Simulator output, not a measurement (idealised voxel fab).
Process module heading - voxel lift off
Section cut is 245 nm wide and gridded with 5 nm square cells.
Format of a cross-section: grid, square cells. Given as bands. Order: top down. Band: one or more rows of cells. This entry defines a band. It first specifies the height of the band's top and the height of its bottom in nm, and then specifies the band's materials from left to right, stating each material with its width in nm. The word "all across" identifies a single material that fills the band from edge to edge, while the word "air" identifies empty space. Below 0: as-received wafer, all one material; heights counted from there. Lowest band: no bottom, goes on down, written "0..down". Width: "30->40" (first number = top row, second number = bottom row, same change from row to row of cells). You'll sometimes find "changes: none" written for a step, and that's the way of saying that nowhere in the cross-section did a cell change during that step. The list in "Sealed internal cavities" covers empty spaces of 8 cells or more that cannot reach the top through any open way, and it gives each as width x height at distance; the distance is from the left edge, and width, height and distance are in nm. after a step's settings: what the simulator itself notes on the step. Steps that use a mask can have "overlay nm" on their line. It says how far the mask sat to the right of where it was meant to be. Negative means to the left.

## plan
1. RECEIVE [material Si]
2. CONFORMAL_DEP [material SiO2] [thk nm 10]
3. PATTERN [tone open] [mask id LINES] [material resist] [width nm 30] [pitch nm 45] [thk nm 30] [overlay nm 0]
4. DIRECTIONAL_DEP [material Ru] [thk nm 15]
5. STRIP [etch materials resist]
6. CONFORMAL_DEP [material SiCN] [thk nm 5]

## The first of the two wafers, which ran as planned

## As received (post step 1): cross-section
	0..down | Si all across
	Sealed internal cavities: none

## Sectional view: wafer, after step 2
	10..0 | SiO2 all across
	Anything lower than 0 is untouched.

## Sectional view: wafer, after step 3
	40..10 | 60 of resist  30 of air  15 of resist  30 of air  15 of resist  30 of air  65 of resist
	Anything lower than 10 is untouched.

## Sectional view: wafer, after step 4
	55..40 | 60 of Ru  30 of air  15 of Ru  30 of air  15 of Ru  30 of air  65 of Ru
	40..25 | 60 of resist  30 of air  15 of resist  30 of air  15 of resist  30 of air  65 of resist
	25..10 | 60 of resist  30 of Ru  15 of resist  30 of Ru  15 of resist  30 of Ru  65 of resist
	Anything lower than 10 is untouched.

## Sectional view: wafer, after step 5
	25..10 | 60 of air  30 of Ru  15 of air  30 of Ru  15 of air  30 of Ru  65 of air
	Anything lower than 10 is untouched.

## Sectional view: wafer, after step 6
	30..25 | 55 of air  40 of SiCN  5 of air  40 of SiCN  5 of air  40 of SiCN  60 of air
	25..15 | 55 of air  5 of SiCN  30 of Ru  5 of SiCN  5 of air  5 of SiCN  30 of Ru  5 of SiCN  5 of air  5 of SiCN  30 of Ru  5 of SiCN  60 of air
	15..10 | 60 of SiCN  30 of Ru  15 of SiCN  30 of Ru  15 of SiCN  30 of Ru  65 of SiCN
	Anything lower than 10 is untouched.

## Wafer two of the pair: same origin, same plan, one error during the run; identical to wafer one up to and including step 2

## Second wafer cross-section, taken as of the time the plan sets for step 3 to be done
	40..10 | 65 of resist  20 of air  25 of resist  20 of air  25 of resist  20 of air  70 of resist
	Anything lower than 10 is untouched.

## Second wafer cross-section, taken as of the time the plan sets for step 4 to be done
	55..40 | 65 of Ru  20 of air  25 of Ru  20 of air  25 of Ru  20 of air  70 of Ru
	40..25 | 65 of resist  20 of air  25 of resist  20 of air  25 of resist  20 of air  70 of resist
	25..10 | 65 of resist  20 of Ru  25 of resist  20 of Ru  25 of resist  20 of Ru  70 of resist
	Anything lower than 10 is untouched.

## Second wafer cross-section, taken as of the time the plan sets for step 5 to be done
	25..10 | 65 of air  20 of Ru  25 of air  20 of Ru  25 of air  20 of Ru  70 of air
	Anything lower than 10 is untouched.

## Second wafer cross-section, taken as of the time the plan sets for step 6 to be done
	30..25 | 60 of air  30 of SiCN  15 of air  30 of SiCN  15 of air  30 of SiCN  65 of air
	25..15 | 60 of air  5 of SiCN  20 of Ru  5 of SiCN  15 of air  5 of SiCN  20 of Ru  5 of SiCN  15 of air  5 of SiCN  20 of Ru  5 of SiCN  65 of air
	15..10 | 65 of SiCN  20 of Ru  25 of SiCN  20 of Ru  25 of SiCN  20 of Ru  70 of SiCN
	Anything lower than 10 is untouched.
Short version of what went wrong: for step 3, the planned setting was not used; the step was instead run as PATTERN [tone open] [mask id LINES] [material resist] [width nm 20] [pitch nm 45] [thk nm 30] [overlay nm 0]
End check, counted in cells, second wafer has more or fewer of these materials than the first: Ru -18
